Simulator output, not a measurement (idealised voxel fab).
Herein follows the process module entitled voxel self aligned vias.
It is cross-section cut that appears here, measuring 270 nm in width, its square cells being 5 nm in size.
When this document writes out a cross-section, it uses a grid of square cells and lists it as bands, beginning at the top and moving down, with a band standing for one or more rows of cells.
Basically the band line says how high the top is and how high the bottom is, in nm, and then what's in it from left to right, every material with its width in nm. Empty space shows up as "blank", and if a single material carries "throughout" it runs the full band edge to edge.
Measure heights from 0. That's the level where, below it, the as-received wafer is all one material. The lowest band is bottomless and extends downward; write it as in "from 0 down".
Graded width ("30->40"): value in top row of band = first number; value in bottom row = second number; row-to-row change constant.
Reading "left unchanged" for a step: not a cell of the cross-section changed in it.
So "Closed void inventory" is basically the list of trapped voids: any empty space of 8 cells or more that can't reach the top through an opening. They're written width x height at distance, the distance being from the left edge, and it's all nm.
What comes after the settings on a step's line is commentary from the simulator itself on that step.
The line of a step may include "overlay nm". On a step with a mask, this value is how far to the right of its planned place the mask lay. A negative value means the mask lay to the left.

HERE'S WHAT THE PLANNED PROCESS STEPS LOOK LIKE
1,RECEIVE (material Si)
2,CONFORMAL_DEP (material SiO2; thk nm 15)
3,CONFORMAL_DEP (material SiCN; thk nm 5)
4,DIRECTIONAL_DEP (material lowk; thk nm 30)
5,DIRECTIONAL_DEP (material aC; thk nm 10)
6,PATTERN (tone open; mask id LINES; material resist; width nm 20; pitch nm 50; thk nm 30; overlay nm 0)
7,DIRECTIONAL_ETCH (etch materials aC; depth nm 10)
8,STRIP (etch materials resist)
9,DIRECTIONAL_ETCH (etch materials lowk; depth nm 30)
10,STRIP (etch materials aC)
11,CONFORMAL_DEP (material TiN; thk nm 5)
12,FILL_DEP (material Ru; thk nm 10)
13,CMP (height nm 50)
14,SELECTIVE_ETCH (etch materials W Ru TiN; depth nm 10)
15,FILL_DEP (material SiN; thk nm 5)
16,CMP (height nm 50)
17,DIRECTIONAL_DEP (material lowk; thk nm 20)
18,DIRECTIONAL_DEP (material aC; thk nm 15)
19,PATTERN (tone open; mask id VIAS; material resist; width nm 30; pitch nm 50; thk nm 35; overlay nm 0)
20,DIRECTIONAL_ETCH (etch materials aC; depth nm 15)
21,STRIP (etch materials resist)
22,DIRECTIONAL_ETCH (etch materials lowk; depth nm 20)
23,DIRECTIONAL_ETCH (etch materials SiN; depth nm 10)
24,STRIP (etch materials aC)
25,CONFORMAL_DEP (material TiN; thk nm 5)
26,FILL_DEP (material W; thk nm 10)
27,CMP (height nm 70)
28,CONFORMAL_DEP (material SiN; thk nm 5)

ON THE FIRST OF THE TWO WAFERS: RUN CONDUCTED ACCORDING TO PLAN

STEP 1 COMPLETE: CROSS-SECTION OF THE WAFER AS RECEIVED
  from 0 down: Si throughout
  Closed void inventory: none

CROSS-SECTION OF THE WAFER AFTER STEP 2
  from 15 to 0: SiO2 throughout
  All layers under 0 are left as they were.

CROSS-SECTION OF THE WAFER AFTER STEP 3
  from 20 to 15: SiCN throughout
  All layers under 15 are left as they were.

CROSS-SECTION OF THE WAFER AFTER STEP 4
  from 50 to 20: lowk throughout
  All layers under 20 are left as they were.

CROSS-SECTION OF THE WAFER AFTER STEP 5
  from 60 to 50: aC throughout
  All layers under 50 are left as they were.

CROSS-SECTION OF THE WAFER AFTER STEP 6
  from 90 to 60: resist: 100 / blank: 20 / resist: 30 / blank: 20 / resist: 100
  All layers under 60 are left as they were.

CROSS-SECTION OF THE WAFER AFTER STEP 7
  from 80 to 60: resist: 100 / blank: 20 / resist: 30 / blank: 20 / resist: 100
  from 60 to 50: aC: 100 / blank: 20 / aC: 30 / blank: 20 / aC: 100
  All layers under 50 are left as they were.

CROSS-SECTION OF THE WAFER AFTER STEP 8
  from 60 to 50: aC: 100 / blank: 20 / aC: 30 / blank: 20 / aC: 100
  All layers under 50 are left as they were.

CROSS-SECTION OF THE WAFER AFTER STEP 9
  from 60 to 50: aC: 100 / blank: 20 / aC: 30 / blank: 20 / aC: 100
  from 50 to 20: lowk: 100 / blank: 20 / lowk: 30 / blank: 20 / lowk: 100
  All layers under 20 are left as they were.

CROSS-SECTION OF THE WAFER AFTER STEP 10
  from 50 to 20: lowk: 100 / blank: 20 / lowk: 30 / blank: 20 / lowk: 100
  All layers under 20 are left as they were.

CROSS-SECTION OF THE WAFER AFTER STEP 11
  from 55 to 50: TiN: 105 / blank: 10 / TiN: 40 / blank: 10 / TiN: 105
  from 50 to 25: lowk: 100 / TiN: 5 / blank: 10 / TiN: 5 / lowk: 30 / TiN: 5 / blank: 10 / TiN: 5 / lowk: 100
  from 25 to 20: lowk: 100 / TiN: 20 / lowk: 30 / TiN: 20 / lowk: 100
  All layers under 20 are left as they were.

CROSS-SECTION OF THE WAFER AFTER STEP 12
  from 65 to 55: Ru throughout
  from 55 to 50: TiN: 105 / Ru: 10 / TiN: 40 / Ru: 10 / TiN: 105
  from 50 to 25: lowk: 100 / TiN: 5 / Ru: 10 / TiN: 5 / lowk: 30 / TiN: 5 / Ru: 10 / TiN: 5 / lowk: 100
  All layers under 25 are left as they were.

CROSS-SECTION OF THE WAFER AFTER STEP 13
  from 50 to 25: lowk: 100 / TiN: 5 / Ru: 10 / TiN: 5 / lowk: 30 / TiN: 5 / Ru: 10 / TiN: 5 / lowk: 100
  All layers under 25 are left as they were.

CROSS-SECTION OF THE WAFER AFTER STEP 14
  from 50 to 40: lowk: 100 / blank: 20 / lowk: 30 / blank: 20 / lowk: 100
  All layers under 40 are left as they were.

CROSS-SECTION OF THE WAFER AFTER STEP 15
  from 55 to 50: SiN throughout
  from 50 to 40: lowk: 100 / SiN: 20 / lowk: 30 / SiN: 20 / lowk: 100
  All layers under 40 are left as they were.

CROSS-SECTION OF THE WAFER AFTER STEP 16
  from 50 to 40: lowk: 100 / SiN: 20 / lowk: 30 / SiN: 20 / lowk: 100
  All layers under 40 are left as they were.

CROSS-SECTION OF THE WAFER AFTER STEP 17
  from 70 to 50: lowk throughout
  All layers under 50 are left as they were.

CROSS-SECTION OF THE WAFER AFTER STEP 18
  from 85 to 70: aC throughout
  All layers under 70 are left as they were.

CROSS-SECTION OF THE WAFER AFTER STEP 19
  from 120 to 85: resist: 95 / blank: 30 / resist: 20 / blank: 30 / resist: 95
  All layers under 85 are left as they were.

CROSS-SECTION OF THE WAFER AFTER STEP 20
  from 105 to 85: resist: 95 / blank: 30 / resist: 20 / blank: 30 / resist: 95
  from 85 to 70: aC: 95 / blank: 30 / aC: 20 / blank: 30 / aC: 95
  All layers under 70 are left as they were.

CROSS-SECTION OF THE WAFER AFTER STEP 21
  from 85 to 70: aC: 95 / blank: 30 / aC: 20 / blank: 30 / aC: 95
  All layers under 70 are left as they were.

CROSS-SECTION OF THE WAFER AFTER STEP 22
  from 85 to 70: aC: 95 / blank: 30 / aC: 20 / blank: 30 / aC: 95
  from 70 to 50: lowk: 95 / blank: 30 / lowk: 20 / blank: 30 / lowk: 95
  All layers under 50 are left as they were.

CROSS-SECTION OF THE WAFER AFTER STEP 23
  from 85 to 70: aC: 95 / blank: 30 / aC: 20 / blank: 30 / aC: 95
  from 70 to 50: lowk: 95 / blank: 30 / lowk: 20 / blank: 30 / lowk: 95
  from 50 to 40: lowk: 100 / blank: 20 / lowk: 30 / blank: 20 / lowk: 100
  All layers under 40 are left as they were.

CROSS-SECTION OF THE WAFER AFTER STEP 24
  from 70 to 50: lowk: 95 / blank: 30 / lowk: 20 / blank: 30 / lowk: 95
  All layers under 50 are left as they were.

CROSS-SECTION OF THE WAFER AFTER STEP 25
  from 75 to 70: TiN: 100 / blank: 20 / TiN: 30 / blank: 20 / TiN: 100
  from 70 to 55: lowk: 95 / TiN: 5 / blank: 20 / TiN: 5 / lowk: 20 / TiN: 5 / blank: 20 / TiN: 5 / lowk: 95
  from 55 to 45: lowk: 95->100 / TiN: 10->5 / blank: 10 / TiN: 10->5 / lowk: 20->30 / TiN: 10->5 / blank: 10 / TiN: 10->5 / lowk: 95->100
  from 45 to 40: lowk: 100 / TiN: 20 / lowk: 30 / TiN: 20 / lowk: 100
  All layers under 40 are left as they were.

CROSS-SECTION OF THE WAFER AFTER STEP 26
  from 85 to 75: W throughout
  from 75 to 70: TiN: 100 / W: 20 / TiN: 30 / W: 20 / TiN: 100
  from 70 to 55: lowk: 95 / TiN: 5 / W: 20 / TiN: 5 / lowk: 20 / TiN: 5 / W: 20 / TiN: 5 / lowk: 95
  from 55 to 45: lowk: 95->100 / TiN: 10->5 / W: 10 / TiN: 10->5 / lowk: 20->30 / TiN: 10->5 / W: 10 / TiN: 10->5 / lowk: 95->100
  All layers under 45 are left as they were.

CROSS-SECTION OF THE WAFER AFTER STEP 27
  from 70 to 55: lowk: 95 / TiN: 5 / W: 20 / TiN: 5 / lowk: 20 / TiN: 5 / W: 20 / TiN: 5 / lowk: 95
  All layers under 55 are left as they were.

CROSS-SECTION OF THE WAFER AFTER STEP 28
  from 75 to 70: SiN throughout
  All layers under 70 are left as they were.

COMPANION WAFER, THE SECOND OF TWO: SAME BEGINNING, SAME INTENDED SEQUENCE, ONE MISTAKE IN CARRYING IT OUT; THROUGH STEP 2 INCLUSIVE IT TRACKS THE FIRST EXACTLY

CROSS-SECTIONAL REPRESENTATION OF THE SECOND WAFER AT THE TIME DESIGNATED IN THE PLAN FOR THE COMPLETION OF STEP 3
  from 20 to 15: W throughout
  All layers under 15 are left as they were.

CROSS-SECTIONAL REPRESENTATION OF THE SECOND WAFER AT THE TIME DESIGNATED IN THE PLAN FOR THE COMPLETION OF STEP 4
  from 50 to 20: lowk throughout
  All layers under 20 are left as they were.

CROSS-SECTIONAL REPRESENTATION OF THE SECOND WAFER AT THE TIME DESIGNATED IN THE PLAN FOR THE COMPLETION OF STEP 5
  from 60 to 50: aC throughout
  All layers under 50 are left as they were.

CROSS-SECTIONAL REPRESENTATION OF THE SECOND WAFER AT THE TIME DESIGNATED IN THE PLAN FOR THE COMPLETION OF STEP 6
  from 90 to 60: resist: 100 / blank: 20 / resist: 30 / blank: 20 / resist: 100
  All layers under 60 are left as they were.

CROSS-SECTIONAL REPRESENTATION OF THE SECOND WAFER AT THE TIME DESIGNATED IN THE PLAN FOR THE COMPLETION OF STEP 7
  from 80 to 60: resist: 100 / blank: 20 / resist: 30 / blank: 20 / resist: 100
  from 60 to 50: aC: 100 / blank: 20 / aC: 30 / blank: 20 / aC: 100
  All layers under 50 are left as they were.

CROSS-SECTIONAL REPRESENTATION OF THE SECOND WAFER AT THE TIME DESIGNATED IN THE PLAN FOR THE COMPLETION OF STEP 8
  from 60 to 50: aC: 100 / blank: 20 / aC: 30 / blank: 20 / aC: 100
  All layers under 50 are left as they were.

CROSS-SECTIONAL REPRESENTATION OF THE SECOND WAFER AT THE TIME DESIGNATED IN THE PLAN FOR THE COMPLETION OF STEP 9
  from 60 to 50: aC: 100 / blank: 20 / aC: 30 / blank: 20 / aC: 100
  from 50 to 20: lowk: 100 / blank: 20 / lowk: 30 / blank: 20 / lowk: 100
  All layers under 20 are left as they were.

CROSS-SECTIONAL REPRESENTATION OF THE SECOND WAFER AT THE TIME DESIGNATED IN THE PLAN FOR THE COMPLETION OF STEP 10
  from 50 to 20: lowk: 100 / blank: 20 / lowk: 30 / blank: 20 / lowk: 100
  All layers under 20 are left as they were.

CROSS-SECTIONAL REPRESENTATION OF THE SECOND WAFER AT THE TIME DESIGNATED IN THE PLAN FOR THE COMPLETION OF STEP 11
  from 55 to 50: TiN: 105 / blank: 10 / TiN: 40 / blank: 10 / TiN: 105
  from 50 to 25: lowk: 100 / TiN: 5 / blank: 10 / TiN: 5 / lowk: 30 / TiN: 5 / blank: 10 / TiN: 5 / lowk: 100
  from 25 to 20: lowk: 100 / TiN: 20 / lowk: 30 / TiN: 20 / lowk: 100
  All layers under 20 are left as they were.

CROSS-SECTIONAL REPRESENTATION OF THE SECOND WAFER AT THE TIME DESIGNATED IN THE PLAN FOR THE COMPLETION OF STEP 12
  from 65 to 55: Ru throughout
  from 55 to 50: TiN: 105 / Ru: 10 / TiN: 40 / Ru: 10 / TiN: 105
  from 50 to 25: lowk: 100 / TiN: 5 / Ru: 10 / TiN: 5 / lowk: 30 / TiN: 5 / Ru: 10 / TiN: 5 / lowk: 100
  All layers under 25 are left as they were.

CROSS-SECTIONAL REPRESENTATION OF THE SECOND WAFER AT THE TIME DESIGNATED IN THE PLAN FOR THE COMPLETION OF STEP 13
  from 50 to 25: lowk: 100 / TiN: 5 / Ru: 10 / TiN: 5 / lowk: 30 / TiN: 5 / Ru: 10 / TiN: 5 / lowk: 100
  All layers under 25 are left as they were.

CROSS-SECTIONAL REPRESENTATION OF THE SECOND WAFER AT THE TIME DESIGNATED IN THE PLAN FOR THE COMPLETION OF STEP 14
  from 50 to 40: lowk: 100 / blank: 20 / lowk: 30 / blank: 20 / lowk: 100
  All layers under 40 are left as they were.

CROSS-SECTIONAL REPRESENTATION OF THE SECOND WAFER AT THE TIME DESIGNATED IN THE PLAN FOR THE COMPLETION OF STEP 15
  from 55 to 50: SiN throughout
  from 50 to 40: lowk: 100 / SiN: 20 / lowk: 30 / SiN: 20 / lowk: 100
  All layers under 40 are left as they were.

CROSS-SECTIONAL REPRESENTATION OF THE SECOND WAFER AT THE TIME DESIGNATED IN THE PLAN FOR THE COMPLETION OF STEP 16
  from 50 to 40: lowk: 100 / SiN: 20 / lowk: 30 / SiN: 20 / lowk: 100
  All layers under 40 are left as they were.

CROSS-SECTIONAL REPRESENTATION OF THE SECOND WAFER AT THE TIME DESIGNATED IN THE PLAN FOR THE COMPLETION OF STEP 17
  from 70 to 50: lowk throughout
  All layers under 50 are left as they were.

CROSS-SECTIONAL REPRESENTATION OF THE SECOND WAFER AT THE TIME DESIGNATED IN THE PLAN FOR THE COMPLETION OF STEP 18
  from 85 to 70: aC throughout
  All layers under 70 are left as they were.

CROSS-SECTIONAL REPRESENTATION OF THE SECOND WAFER AT THE TIME DESIGNATED IN THE PLAN FOR THE COMPLETION OF STEP 19
  from 120 to 85: resist: 95 / blank: 30 / resist: 20 / blank: 30 / resist: 95
  All layers under 85 are left as they were.

CROSS-SECTIONAL REPRESENTATION OF THE SECOND WAFER AT THE TIME DESIGNATED IN THE PLAN FOR THE COMPLETION OF STEP 20
  from 105 to 85: resist: 95 / blank: 30 / resist: 20 / blank: 30 / resist: 95
  from 85 to 70: aC: 95 / blank: 30 / aC: 20 / blank: 30 / aC: 95
  All layers under 70 are left as they were.

CROSS-SECTIONAL REPRESENTATION OF THE SECOND WAFER AT THE TIME DESIGNATED IN THE PLAN FOR THE COMPLETION OF STEP 21
  from 85 to 70: aC: 95 / blank: 30 / aC: 20 / blank: 30 / aC: 95
  All layers under 70 are left as they were.

CROSS-SECTIONAL REPRESENTATION OF THE SECOND WAFER AT THE TIME DESIGNATED IN THE PLAN FOR THE COMPLETION OF STEP 22
  from 85 to 70: aC: 95 / blank: 30 / aC: 20 / blank: 30 / aC: 95
  from 70 to 50: lowk: 95 / blank: 30 / lowk: 20 / blank: 30 / lowk: 95
  All layers under 50 are left as they were.

CROSS-SECTIONAL REPRESENTATION OF THE SECOND WAFER AT THE TIME DESIGNATED IN THE PLAN FOR THE COMPLETION OF STEP 23
  from 85 to 70: aC: 95 / blank: 30 / aC: 20 / blank: 30 / aC: 95
  from 70 to 50: lowk: 95 / blank: 30 / lowk: 20 / blank: 30 / lowk: 95
  from 50 to 40: lowk: 100 / blank: 20 / lowk: 30 / blank: 20 / lowk: 100
  All layers under 40 are left as they were.

CROSS-SECTIONAL REPRESENTATION OF THE SECOND WAFER AT THE TIME DESIGNATED IN THE PLAN FOR THE COMPLETION OF STEP 24
  from 70 to 50: lowk: 95 / blank: 30 / lowk: 20 / blank: 30 / lowk: 95
  All layers under 50 are left as they were.

CROSS-SECTIONAL REPRESENTATION OF THE SECOND WAFER AT THE TIME DESIGNATED IN THE PLAN FOR THE COMPLETION OF STEP 25
  from 75 to 70: TiN: 100 / blank: 20 / TiN: 30 / blank: 20 / TiN: 100
  from 70 to 55: lowk: 95 / TiN: 5 / blank: 20 / TiN: 5 / lowk: 20 / TiN: 5 / blank: 20 / TiN: 5 / lowk: 95
  from 55 to 45: lowk: 95->100 / TiN: 10->5 / blank: 10 / TiN: 10->5 / lowk: 20->30 / TiN: 10->5 / blank: 10 / TiN: 10->5 / lowk: 95->100
  from 45 to 40: lowk: 100 / TiN: 20 / lowk: 30 / TiN: 20 / lowk: 100
  All layers under 40 are left as they were.

CROSS-SECTIONAL REPRESENTATION OF THE SECOND WAFER AT THE TIME DESIGNATED IN THE PLAN FOR THE COMPLETION OF STEP 26
  from 85 to 75: W throughout
  from 75 to 70: TiN: 100 / W: 20 / TiN: 30 / W: 20 / TiN: 100
  from 70 to 55: lowk: 95 / TiN: 5 / W: 20 / TiN: 5 / lowk: 20 / TiN: 5 / W: 20 / TiN: 5 / lowk: 95
  from 55 to 45: lowk: 95->100 / TiN: 10->5 / W: 10 / TiN: 10->5 / lowk: 20->30 / TiN: 10->5 / W: 10 / TiN: 10->5 / lowk: 95->100
  All layers under 45 are left as they were.

CROSS-SECTIONAL REPRESENTATION OF THE SECOND WAFER AT THE TIME DESIGNATED IN THE PLAN FOR THE COMPLETION OF STEP 27
  from 70 to 55: lowk: 95 / TiN: 5 / W: 20 / TiN: 5 / lowk: 20 / TiN: 5 / W: 20 / TiN: 5 / lowk: 95
  All layers under 55 are left as they were.

CROSS-SECTIONAL REPRESENTATION OF THE SECOND WAFER AT THE TIME DESIGNATED IN THE PLAN FOR THE COMPLETION OF STEP 28
  from 75 to 70: SiN throughout
  All layers under 70 are left as they were.
What was done differently from what was planned? step 3 did not happen as planned, as run it was CONFORMAL_DEP (material W; thk nm 5)
The second wafer ends with more or fewer cells of some materials than the first, per final count: 54 fewer of SiCN | 54 more of W
